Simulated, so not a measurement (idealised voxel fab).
process module | voxel lift off
Section cut is 285 nm wide and gridded with 5 nm square cells.
Throughout this document, each cross-section is represented as a grid of square cells and is presented as a sequence of bands enumerated from the top downward, where a band comprises one or more rows of cells.
Quick guide to a band line: top height, bottom height (nm) up front; then every material left to right with its width in nm. Only one material and it's marked "edge to edge"? Then it fills the band edge to edge. And "blank" just means empty space.
It should be noted that heights are counted from 0, beneath which the wafer as supplied is of one material throughout, and that the lowest band possesses no lower boundary but continues downward, as written in "0 nm and below".
Width "30 to 40": first value at the band's top row of cells, second value at its bottom row, equal change from row to row.
Key: "nothing was modified" - step with no changed cell in the cross-section.
"Sealed-off cavities": sealed empty spaces, 8 cells or more, no open way to top, listed width x height at distance, with distance from the left edge and width, height and distance in nm.
Step line, after settings: the simulator's comment on this step.
Each step line may optionally specify "overlay nm", which for a step with a mask gives the rightward distance between the mask's planned place and where it lay, a negative value indicating the leftward direction.
SO HERE'S THE LINEUP OF PROCESS STEPS WE PLANNED
| 1 | RECEIVE,material Si |
| 2 | CONFORMAL_DEP,material SiO2,thk nm 15 |
| 3 | PATTERN,tone open,mask id LINES,material resist,width nm 20,pitch nm 35,thk nm 30,overlay nm 0 |
| 4 | DIRECTIONAL_DEP,material Ru,thk nm 15 |
| 5 | STRIP,etch materials resist |
| 6 | CONFORMAL_DEP,material SiN,thk nm 10 |
FIRST OUT OF TWO WAFERS; RUN WENT TO PLAN
CROSS-SECTION OF THE WAFER AT RECEIPT, WHICH IS THE CONDITION AFTER STEP 1
  0 nm and below | Si edge to edge
  Sealed-off cavities: none
YOU'RE LOOKING AT A CROSS-SECTION OF THE WAFER AFTER STEP 2
  15 nm to 0 nm | SiO2 edge to edge
  Note: structure below 0 unchanged.
YOU'RE LOOKING AT A CROSS-SECTION OF THE WAFER AFTER STEP 3
  45 nm to 15 nm | 95 resist, then 20 blank, then 15 resist, then 20 blank, then 15 resist, then 20 blank, then 100 resist
  Note: structure below 15 unchanged.
YOU'RE LOOKING AT A CROSS-SECTION OF THE WAFER AFTER STEP 4
  60 nm to 45 nm | 95 Ru, then 20 blank, then 15 Ru, then 20 blank, then 15 Ru, then 20 blank, then 100 Ru
  45 nm to 30 nm | 95 resist, then 20 blank, then 15 resist, then 20 blank, then 15 resist, then 20 blank, then 100 resist
  30 nm to 15 nm | 95 resist, then 20 Ru, then 15 resist, then 20 Ru, then 15 resist, then 20 Ru, then 100 resist
  Note: structure below 15 unchanged.
YOU'RE LOOKING AT A CROSS-SECTION OF THE WAFER AFTER STEP 5
  30 nm to 15 nm | 95 blank, then 20 Ru, then 15 blank, then 20 Ru, then 15 blank, then 20 Ru, then 100 blank
  Note: structure below 15 unchanged.
YOU'RE LOOKING AT A CROSS-SECTION OF THE WAFER AFTER STEP 6
  40 nm to 30 nm | 85 blank, then 110 SiN, then 90 blank
  30 nm to 25 nm | 85 blank, then 10 SiN, then 20 Ru, then 15 SiN, then 20 Ru, then 15 SiN, then 20 Ru, then 10 SiN, then 90 blank
  25 nm to 15 nm | 95 SiN, then 20 Ru, then 15 SiN, then 20 Ru, then 15 SiN, then 20 Ru, then 100 SiN
  Note: structure below 15 unchanged.
IT IS TO BE NOTED THAT THE SECOND WAFER PROCEEDED FROM THE SAME INITIAL STATE AND ACCORDING TO THE SAME PLAN AS THE FIRST, ALTHOUGH ONE MISTAKE WAS COMMITTED IN ITS EXECUTION; THROUGH STEP 3, INCLUSIVE, THE TWO WAFERS SHARE AN IDENTICAL HISTORY
SECOND WAFER: CROSS-SECTION AT THE SCHEDULED END OF STEP 4
  65 nm to 45 nm | 95 Ru, then 20 blank, then 15 Ru, then 20 blank, then 15 Ru, then 20 blank, then 100 Ru
  45 nm to 35 nm | 95 resist, then 20 blank, then 15 resist, then 20 blank, then 15 resist, then 20 blank, then 100 resist
  35 nm to 15 nm | 95 resist, then 20 Ru, then 15 resist, then 20 Ru, then 15 resist, then 20 Ru, then 100 resist
  Note: structure below 15 unchanged.
SECOND WAFER: CROSS-SECTION AT THE SCHEDULED END OF STEP 5
  35 nm to 15 nm | 95 blank, then 20 Ru, then 15 blank, then 20 Ru, then 15 blank, then 20 Ru, then 100 blank
  Note: structure below 15 unchanged.
SECOND WAFER: CROSS-SECTION AT THE SCHEDULED END OF STEP 6
  45 nm to 35 nm | 85 blank, then 110 SiN, then 90 blank
  35 nm to 25 nm | 85 blank, then 10 SiN, then 20 Ru, then 15 SiN, then 20 Ru, then 15 SiN, then 20 Ru, then 10 SiN, then 90 blank
  25 nm to 15 nm | 95 SiN, then 20 Ru, then 15 SiN, then 20 Ru, then 15 SiN, then 20 Ru, then 100 SiN
  Note: structure below 15 unchanged.
What went wrong in running the wafer? the process deviated at step 4: the operation and settings actually run there were DIRECTIONAL_DEP,material Ru,thk nm 20
Final tally in cells, some materials are higher or lower on the second wafer than on the first: 12 more of Ru; 10 more of SiN
